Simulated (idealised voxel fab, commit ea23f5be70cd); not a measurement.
process module | voxel double patterning
cross-section cut | 290 nm wide | cells 5 nm
A cross-section is a grid of square cells, given in bands from the top down. A band is one or more rows of cells.
Each band's line starts with the height of the band's top and of its bottom, in nm. Then come its materials from left to right, each with its width in nm. One material with "throughout" fills the band from edge to edge. "air" is empty space.
Height 0 is the level under which the wafer as received is all one material. The lowest band goes on downwards, as in "0 down".
A width such as "30 to 40" changes by the same amount from each row of cells to the next, from the band's top row to its bottom row.
"no change" after a step means that no cell of the cross-section changed.
closed voids: empty space of 8 cells or more with no open way to the top, each as width x height at its distance from the left edge, in nm
after a step's settings: what the simulator itself notes on the step
overlay nm, on a step with a mask: how far to the right of its planned place the mask lay; to the left if negative
plan
1 op RECEIVE | material Si
2 op CONFORMAL_DEP | material SiO2 | thk nm 5
3 op DIRECTIONAL_DEP | material TiN | thk nm 10
4 op DIRECTIONAL_DEP | material SiCN | thk nm 5
5 op MASKED_ETCH | tone open | mask id FIRST | width nm 15 | pitch nm 50 | etch materials SiCN | depth nm 5 | overlay nm -15
6 op MASKED_ETCH | tone open | mask id SECOND | width nm 15 | pitch nm 50 | etch materials SiCN | depth nm 5 | overlay nm 0
7 op DIRECTIONAL_ETCH | etch materials TiN | depth nm 10
8 op STRIP | etch materials SiCN
varied across the wafers: overlay nm of step 5. The plan shows the first wafer's value. All wafers start alike
first wafer as received, after step 1
  0 down: Si throughout
  closed voids: none
each wafer at the end: cells of each material gained (+) or lost (-) since it was received, then its closed voids
overlay nm -15 | +58 SiO2 | +90 TiN | closed voids: none
overlay nm -10 | +58 SiO2 | +86 TiN | closed voids: none
overlay nm -5 | +58 SiO2 | +86 TiN | closed voids: none
overlay nm 0 | +58 SiO2 | +86 TiN | closed voids: none
overlay nm 5 | +58 SiO2 | +86 TiN | closed voids: none
overlay nm 10 | +58 SiO2 | +86 TiN | closed voids: none
overlay nm 15 | +58 SiO2 | +90 TiN | closed voids: none
